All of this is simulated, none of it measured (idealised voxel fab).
process module | voxel ribs on slabs
cross-section cut | 265 nm wide | cells 5 nm
A cross-section is a grid of square cells, given in bands from the top down. A band is one or more rows of cells.
Each band's line starts with the height of the band's top and of its bottom, in nm. Then come its materials from left to right, each with its width in nm. One material with "throughout" fills the band from edge to edge. "air" is empty space.
Height 0 is the level under which the wafer as received is all one material. The lowest band goes on downwards, as in "0 down".
A width such as "30 to 40" changes by the same amount from each row of cells to the next, from the band's top row to its bottom row.
"no change" after a step means that no cell of the cross-section changed.
closed voids: empty space of 8 cells or more with no open way to the top, each as width x height at its distance from the left edge, in nm
after a step's settings: what the simulator itself notes on the step
overlay nm, on a step with a mask: how far to the right of its planned place the mask lay; to the left if negative
plan
1 op RECEIVE | material Si
2 op DIRECTIONAL_DEP | material SiO2 | thk nm 30
3 op DIRECTIONAL_DEP | material SiN | thk nm 20
4 op PATTERN | tone cover | mask id RIB | material resist | width nm 25 | thk nm 15 | overlay nm 0
5 op DIRECTIONAL_ETCH | etch materials SiN | depth nm 5
6 op STRIP | etch materials resist
7 op PATTERN | tone cover | mask id SLAB | material resist | width nm 85 | thk nm 15 | overlay nm 0
8 op DIRECTIONAL_ETCH | etch materials SiN | depth nm 15
9 op STRIP | etch materials resist
10 op FILL_DEP | material SiO2 | thk nm 20
11 op CMP | height nm 60
12 op DIRECTIONAL_DEP | material W | thk nm 5
13 op DIRECTIONAL_DEP | material aC | thk nm 15
14 op PATTERN | tone cover | mask id HEATER | material resist | width nm 35 | thk nm 30 | overlay nm 0
15 op DIRECTIONAL_ETCH | etch materials aC | depth nm 15
16 op STRIP | etch materials resist
17 op DIRECTIONAL_ETCH | etch materials W | depth nm 5
18 op STRIP | etch materials aC
19 op CONFORMAL_DEP | material SiN | thk nm 10
as received, after step 1
  0 down: Si throughout
  closed voids: none
first wafer at the end, as planned
  75 to 70: air 105 | SiN 55 | air 105
  70 to 65: SiN throughout
  65 to 60: SiN 115 | W 35 | SiN 115
  60 to 50: SiO2 throughout
  50 to 45: SiO2 120 | SiN 25 | SiO2 120
  45 to 30: SiO2 90 | SiN 85 | SiO2 90
  30 to 0: SiO2 throughout
  0 down: Si throughout
  closed voids: none
second wafer at the end: like start, like plan, one mistake
  75 to 70: air 100 | SiN 55 | air 110
  70 to 65: SiN throughout
  65 to 60: SiN 110 | W 35 | SiN 120
  60 to 50: SiO2 throughout
  50 to 45: SiO2 120 | SiN 25 | SiO2 120
  45 to 30: SiO2 90 | SiN 85 | SiO2 90
  30 to 0: SiO2 throughout
  0 down: Si throughout
  closed voids: none
what went wrong: step 14 ran as: op PATTERN | tone cover | mask id HEATER | material resist | width nm 35 | thk nm 30 | overlay nm -5
at the end the second wafer has, in cells: as many of each material as the first, in other places
